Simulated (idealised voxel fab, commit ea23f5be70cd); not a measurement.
process module | voxel air gaps
cross-section cut | 205 nm wide | cells 5 nm
A cross-section is a grid of square cells, given in bands from the top down. A band is one or more rows of cells.
Each band's line starts with the height of the band's top and of its bottom, in nm. Then come its materials from left to right, each with its width in nm. One material with "throughout" fills the band from edge to edge. "air" is empty space.
Height 0 is the level under which the wafer as received is all one material. The lowest band goes on downwards, as in "0 down".
A width such as "30 to 40" changes by the same amount from each row of cells to the next, from the band's top row to its bottom row.
"no change" after a step means that no cell of the cross-section changed.
closed voids: empty space of 8 cells or more with no open way to the top, each as width x height at its distance from the left edge, in nm
after a step's settings: what the simulator itself notes on the step
overlay nm, on a step with a mask: how far to the right of its planned place the mask lay; to the left if negative
plan
1 op RECEIVE | material Si
2 op CONFORMAL_DEP | material SiO2 | thk nm 10
3 op CONFORMAL_DEP | material SiCN | thk nm 5
4 op DIRECTIONAL_DEP | material SiO2 | thk nm 30
5 op PATTERN | tone open | mask id LINES | material resist | width nm 20 | pitch nm 45 | thk nm 20 | overlay nm 0
6 op DIRECTIONAL_ETCH | etch materials SiO2 | depth nm 30
7 op STRIP | etch materials resist
8 op CONFORMAL_DEP | material TiN | thk nm 5
9 op FILL_DEP | material Cu | thk nm 10
10 op CMP | height nm 35
11 op EPI | material Ru | thk nm 10
12 op SELECTIVE_ETCH | etch materials SiO2 | depth nm 40
13 op CONFORMAL_DEP | material SiCN | thk nm 5
varied across the wafers: height nm of step 10. The plan shows the first wafer's value. All wafers start alike
first wafer as received, after step 1
  0 down: Si throughout
  closed voids: none
first wafer at the end, after step 13
  50 to 45: air 30 | SiCN 140 | air 35
  45 to 35: air 30 | SiCN 5 | Ru 40 | SiCN 5 | Ru 40 | SiCN 5 | Ru 40 | SiCN 5 | air 35
  35 to 30: air 30 | SiCN 15 | TiN 5 | Cu 10 | TiN 5 | SiCN 25 | TiN 5 | Cu 10 | TiN 5 | SiCN 25 | TiN 5 | Cu 10 | TiN 5 | SiCN 15 | air 35
  30 to 20: air 40 | SiCN 5 | TiN 5 | Cu 10 | TiN 5 | SiCN 5 | air 15 | SiCN 5 | TiN 5 | Cu 10 | TiN 5 | SiCN 5 | air 15 | SiCN 5 | TiN 5 | Cu 10 | TiN 5 | SiCN 5 | air 45
  20 to 15: SiCN 45 | TiN 20 | SiCN 25 | TiN 20 | SiCN 25 | TiN 20 | SiCN 50
  15 to 10: SiCN throughout
  10 to 0: SiO2 throughout
  0 down: Si throughout
  closed voids: none
last wafer at the end
  75 to 70: SiCN throughout
  70 to 60: Ru throughout
  60 to 50: Cu throughout
  50 to 45: TiN 50 | Cu 10 | TiN 35 | Cu 10 | TiN 35 | Cu 10 | TiN 55
  45 to 20: SiO2 45 | TiN 5 | Cu 10 | TiN 5 | SiO2 25 | TiN 5 | Cu 10 | TiN 5 | SiO2 25 | TiN 5 | Cu 10 | TiN 5 | SiO2 50
  20 to 15: SiO2 45 | TiN 20 | SiO2 25 | TiN 20 | SiO2 25 | TiN 20 | SiO2 50
  15 to 10: SiCN throughout
  10 to 0: SiO2 throughout
  0 down: Si throughout
  closed voids: none
each wafer at the end: cells of each material gained (+) or lost (-) since it was received, then its closed voids
height nm 35 | +18 Cu | +48 Ru | +134 SiCN | +82 SiO2 | +30 TiN | closed voids: none
height nm 40 | +24 Cu | +48 Ru | +140 SiCN | +82 SiO2 | +36 TiN | closed voids: 15 x 15 at 70; 15 x 15 at 115
height nm 45 | +30 Cu | +48 Ru | +146 SiCN | +82 SiO2 | +42 TiN | closed voids: 15 x 20 at 70; 15 x 20 at 115
height nm 50 | +36 Cu | +82 Ru | +82 SiCN | +256 SiO2 | +77 TiN | closed voids: none
height nm 55 | +77 Cu | +82 Ru | +82 SiCN | +256 SiO2 | +77 TiN | closed voids: none
height nm 60 | +118 Cu | +82 Ru | +82 SiCN | +256 SiO2 | +77 TiN | closed voids: none
